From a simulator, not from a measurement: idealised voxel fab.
The process module presented herein is designated voxel ribs on slabs.
The width of the displayed cross-section, cut, is 235 nm; its cells are square, with a size of 5 nm.
The cross-sections in this document take the form of a grid made of square cells. They are written out as bands, in order from top to bottom. Each band consists of one or more rows of cells.
Top height, bottom height, nm. Materials left to right, width each, nm. Single material + "everywhere" = fills band edge to edge. "empty" = empty.
Where do heights start? At 0: under that level the wafer as delivered is made of one material only. And the lowest band has no floor; it just carries on downward, as in "0 and below".
You'd read "30 to 40" like this: the band's top row of cells is as wide as the first number, its bottom row is as wide as the second, and going down, every row changes width by the same amount as the row before did.
When a step is marked "remained unchanged", none of the cells in the cross-section changed during that step.
This entry, "Entrapped voids", enumerates those empty regions of no fewer than 8 cells that possess no open connection to the top. Each region is reported in the form width x height at distance, the distance being taken from the left edge, with all three quantities expressed in nm.
That trailing text on a step's line, after the settings, is the simulator's own remark on the step.
overlay nm: mask right of planned place by this much (step with mask). Neg. = left.

[Here's what the planned process steps look like]
1: RECEIVE: material Si
2: DIRECTIONAL_DEP: material SiO2, thk nm 20
3: DIRECTIONAL_DEP: material SiN, thk nm 25
4: DIRECTIONAL_DEP: material aC, thk nm 15
5: PATTERN: tone cover, mask id RIB, material resist, width nm 20, thk nm 35, overlay nm 0
6: DIRECTIONAL_ETCH: etch materials aC, depth nm 15
7: STRIP: etch materials resist
8: DIRECTIONAL_ETCH: etch materials SiN, depth nm 5
9: STRIP: etch materials aC
10: MASKED_ETCH: tone cover, mask id SLAB, width nm 60, etch materials SiN, depth nm 20, overlay nm 0
11: FILL_DEP: material SiO2, thk nm 15
12: CMP: height nm 55
13: DIRECTIONAL_DEP: material TiN, thk nm 5
14: PATTERN: tone cover, mask id HEATER, material resist, width nm 40, thk nm 20, overlay nm 0
15: DIRECTIONAL_ETCH: etch materials TiN, depth nm 5
16: STRIP: etch materials resist
17: CONFORMAL_DEP: material SiN, thk nm 5
Keep in mind the plan's value for the width nm of step 5 comes from the first wafer; the wafers don't share that setting, but they do share the same starting point.

[Cross-section, first of several wafers, as delivered after step 1]
  0 and below | Si everywhere
  Entrapped voids: none

[Per wafer (row), end of module: delta in cells per material since receipt, (+) for gained, (-) for lost; closed voids after that]
width nm 20 | +101 SiN | +465 SiO2 | +8 TiN | Entrapped voids: none
width nm 25 | +102 SiN | +464 SiO2 | +8 TiN | Entrapped voids: none
width nm 30 | +103 SiN | +463 SiO2 | +8 TiN | Entrapped voids: none
width nm 35 | +104 SiN | +462 SiO2 | +8 TiN | Entrapped voids: none
width nm 40 | +105 SiN | +461 SiO2 | +8 TiN | Entrapped voids: none
width nm 45 | +106 SiN | +460 SiO2 | +8 TiN | Entrapped voids: none
